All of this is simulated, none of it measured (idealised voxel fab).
process module | voxel trench capacitor
cross-section cut | 145 nm wide | cells 5 nm
A cross-section is a grid of square cells, given in bands from the top down. A band is one or more rows of cells.
Each band's line starts with the height of the band's top and of its bottom, in nm. Then come its materials from left to right, each with its width in nm. One material with "throughout" fills the band from edge to edge. "air" is empty space.
Height 0 is the level under which the wafer as received is all one material. The lowest band goes on downwards, as in "0 down".
A width such as "30 to 40" changes by the same amount from each row of cells to the next, from the band's top row to its bottom row.
"no change" after a step means that no cell of the cross-section changed.
closed voids: empty space of 8 cells or more with no open way to the top, each as width x height at its distance from the left edge, in nm
after a step's settings: what the simulator itself notes on the step
overlay nm, on a step with a mask: how far to the right of its planned place the mask lay; to the left if negative
plan
1 op RECEIVE | material Si
2 op CONFORMAL_DEP | material SiN | thk nm 10
3 op MASKED_ETCH | tone open | mask id TRENCH | width nm 30 | pitch nm 45 | etch materials SiN | depth nm 10 | overlay nm 0
4 op MASKED_ETCH | tone open | mask id TRENCH | width nm 30 | pitch nm 45 | etch materials Si | depth nm 25 | overlay nm 0
5 op CONFORMAL_DEP | material Al2O3 | thk nm 5
6 op CONFORMAL_DEP | material TiN | thk nm 5
7 op FILL_DEP | material W | thk nm 10
8 op CMP | height nm 10
as received, after step 1
  0 down: Si throughout
  closed voids: none
first wafer at the end, as planned
  10 to 0: SiN 35 | Al2O3 5 | TiN 5 | W 10 | TiN 5 | Al2O3 5 | SiN 15 | Al2O3 5 | TiN 5 | W 10 | TiN 5 | Al2O3 5 | SiN 35
  0 to -15: Si 35 | Al2O3 5 | TiN 5 | W 10 | TiN 5 | Al2O3 5 | Si 15 | Al2O3 5 | TiN 5 | W 10 | TiN 5 | Al2O3 5 | Si 35
  -15 to -20: Si 35 | Al2O3 5 | TiN 20 | Al2O3 5 | Si 15 | Al2O3 5 | TiN 20 | Al2O3 5 | Si 35
  -20 to -25: Si 35 | Al2O3 30 | Si 15 | Al2O3 30 | Si 35
  -25 down: Si throughout
  closed voids: none
second wafer at the end: like start, like plan, one mistake
  10 to 0: SiN 35 | TiN 5 | Al2O3 5 | W 10 | Al2O3 5 | TiN 5 | SiN 15 | TiN 5 | Al2O3 5 | W 10 | Al2O3 5 | TiN 5 | SiN 35
  0 to -15: Si 35 | TiN 5 | Al2O3 5 | W 10 | Al2O3 5 | TiN 5 | Si 15 | TiN 5 | Al2O3 5 | W 10 | Al2O3 5 | TiN 5 | Si 35
  -15 to -20: Si 35 | TiN 5 | Al2O3 20 | TiN 5 | Si 15 | TiN 5 | Al2O3 20 | TiN 5 | Si 35
  -20 to -25: Si 35 | TiN 30 | Si 15 | TiN 30 | Si 35
  -25 down: Si throughout
  closed voids: none
what went wrong: steps 5 and 6 were swapped
at the end the second wafer has, in cells: 8 fewer of Al2O3 | 8 more of TiN
